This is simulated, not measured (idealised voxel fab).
process module | voxel plated lines
cross-section cut | 215 nm wide | cells 5 nm
A cross-section is a grid of square cells, given in bands from the top down. A band is one or more rows of cells.
Each band's line starts with the height of the band's top and of its bottom, in nm. Then come its materials from left to right, each with its width in nm. One material with "throughout" fills the band from edge to edge. "air" is empty space.
Height 0 is the level under which the wafer as received is all one material. The lowest band goes on downwards, as in "0 down".
A width such as "30 to 40" changes by the same amount from each row of cells to the next, from the band's top row to its bottom row.
"no change" after a step means that no cell of the cross-section changed.
closed voids: empty space of 8 cells or more with no open way to the top, each as width x height at its distance from the left edge, in nm
after a step's settings: what the simulator itself notes on the step
overlay nm, on a step with a mask: how far to the right of its planned place the mask lay; to the left if negative
plan
1 op RECEIVE | material Si
2 op CONFORMAL_DEP | material SiN | thk nm 15
3 op DIRECTIONAL_DEP | material TiN | thk nm 5
4 op PATTERN | tone open | mask id LINES | material resist | width nm 25 | pitch nm 55 | thk nm 30 | overlay nm 0
5 op EPI | material Ru | thk nm 5
6 op EPI | material Ru | thk nm 5
7 op STRIP | etch materials resist
8 op DIRECTIONAL_ETCH | etch materials TiN | depth nm 5
9 op CONFORMAL_DEP | material SiO2 | thk nm 5
as received, after step 1
  0 down: Si throughout
  closed voids: none
first wafer at the end, as planned
  35 to 30: air 35 | SiO2 35 | air 20 | SiO2 35 | air 20 | SiO2 35 | air 35
  30 to 20: air 35 | SiO2 5 | Ru 25 | SiO2 5 | air 20 | SiO2 5 | Ru 25 | SiO2 5 | air 20 | SiO2 5 | Ru 25 | SiO2 5 | air 35
  20 to 15: SiO2 40 | TiN 25 | SiO2 30 | TiN 25 | SiO2 30 | TiN 25 | SiO2 40
  15 to 0: SiN throughout
  0 down: Si throughout
  closed voids: none
second wafer at the end: like start, like plan, one mistake
  35 to 30: air 25 | SiO2 35 | air 20 | SiO2 35 | air 20 | SiO2 35 | air 45
  30 to 20: air 25 | SiO2 5 | Ru 25 | SiO2 5 | air 20 | SiO2 5 | Ru 25 | SiO2 5 | air 20 | SiO2 5 | Ru 25 | SiO2 5 | air 45
  20 to 15: SiO2 30 | TiN 25 | SiO2 30 | TiN 25 | SiO2 30 | TiN 25 | SiO2 50
  15 to 0: SiN throughout
  0 down: Si throughout
  closed voids: none
what went wrong: step 4 ran as: op PATTERN | tone open | mask id LINES | material resist | width nm 25 | pitch nm 55 | thk nm 30 | overlay nm -10
at the end the second wafer has, in cells: as many of each material as the first, in other places
